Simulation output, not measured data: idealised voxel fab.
process module | voxel air gaps
cross-section cut | 295 nm wide | cells 5 nm
A cross-section is a grid of square cells, given in bands from the top down. A band is one or more rows of cells.
Each band's line starts with the height of the band's top and of its bottom, in nm. Then come its materials from left to right, each with its width in nm. One material with "throughout" fills the band from edge to edge. "air" is empty space.
Height 0 is the level under which the wafer as received is all one material. The lowest band goes on downwards, as in "0 down".
A width such as "30 to 40" changes by the same amount from each row of cells to the next, from the band's top row to its bottom row.
"no change" after a step means that no cell of the cross-section changed.
closed voids: empty space of 8 cells or more with no open way to the top, each as width x height at its distance from the left edge, in nm
after a step's settings: what the simulator itself notes on the step
overlay nm, on a step with a mask: how far to the right of its planned place the mask lay; to the left if negative
plan
1 op RECEIVE | material Si
2 op CONFORMAL_DEP | material SiO2 | thk nm 10
3 op CONFORMAL_DEP | material SiCN | thk nm 5
4 op DIRECTIONAL_DEP | material SiO2 | thk nm 30
5 op PATTERN | tone open | mask id LINES | material resist | width nm 25 | pitch nm 55 | thk nm 15 | overlay nm 0
6 op DIRECTIONAL_ETCH | etch materials SiO2 | depth nm 30
7 op STRIP | etch materials resist
8 op CONFORMAL_DEP | material TiN | thk nm 5
9 op FILL_DEP | material Ru | thk nm 5
10 op CMP | height nm 45
11 op EPI | material Ru | thk nm 10
12 op SELECTIVE_ETCH | etch materials SiO2 | depth nm 40
13 op CONFORMAL_DEP | material SiCN | thk nm 5
as received, after step 1
  0 down: Si throughout
  closed voids: none
first wafer at the end, as planned
  60 to 55: air 35 | SiCN 220 | air 40
  55 to 45: air 35 | SiCN 5 | Ru 45 | SiCN 10 | Ru 45 | SiCN 10 | Ru 45 | SiCN 10 | Ru 45 | SiCN 5 | air 40
  45 to 40: air 35 | SiCN 15 | TiN 5 | Ru 15 | TiN 5 | SiCN 30 | TiN 5 | Ru 15 | TiN 5 | SiCN 30 | TiN 5 | Ru 15 | TiN 5 | SiCN 30 | TiN 5 | Ru 15 | TiN 5 | SiCN 15 | air 40
  40 to 20: air 45 | SiCN 5 | TiN 5 | Ru 15 | TiN 5 | SiCN 5 | air 20 | SiCN 5 | TiN 5 | Ru 15 | TiN 5 | SiCN 5 | air 20 | SiCN 5 | TiN 5 | Ru 15 | TiN 5 | SiCN 5 | air 20 | SiCN 5 | TiN 5 | Ru 15 | TiN 5 | SiCN 5 | air 50
  20 to 15: SiCN 50 | TiN 25 | SiCN 30 | TiN 25 | SiCN 30 | TiN 25 | SiCN 30 | TiN 25 | SiCN 55
  15 to 10: SiCN throughout
  10 to 0: SiO2 throughout
  0 down: Si throughout
  closed voids: 20 x 20 at 80; 20 x 20 at 135; 20 x 20 at 190
second wafer at the end: like start, like plan, one mistake
  70 to 65: air 25 | SiCN 240 | air 30
  65 to 45: air 25 | SiCN 5 | Ru 230 | SiCN 5 | air 30
  45 to 40: air 25 | SiCN 25 | TiN 5 | Ru 15 | TiN 5 | SiO2 30 | TiN 5 | Ru 15 | TiN 5 | SiO2 30 | TiN 5 | Ru 15 | TiN 5 | SiO2 30 | TiN 5 | Ru 15 | TiN 5 | SiCN 25 | air 30
  40 to 20: air 45 | SiCN 5 | TiN 5 | Ru 15 | TiN 5 | SiO2 30 | TiN 5 | Ru 15 | TiN 5 | SiO2 30 | TiN 5 | Ru 15 | TiN 5 | SiO2 30 | TiN 5 | Ru 15 | TiN 5 | SiCN 5 | air 50
  20 to 15: SiCN 50 | TiN 25 | SiO2 30 | TiN 25 | SiO2 30 | TiN 25 | SiO2 30 | TiN 25 | SiCN 55
  15 to 10: SiCN throughout
  10 to 0: SiO2 throughout
  0 down: Si throughout
  closed voids: none
what went wrong: step 11 was run twice
at the end the second wafer has, in cells: 112 more of Ru | 60 fewer of SiCN | 108 more of SiO2
closed voids at the end (first wafer, second wafer): 3, 0
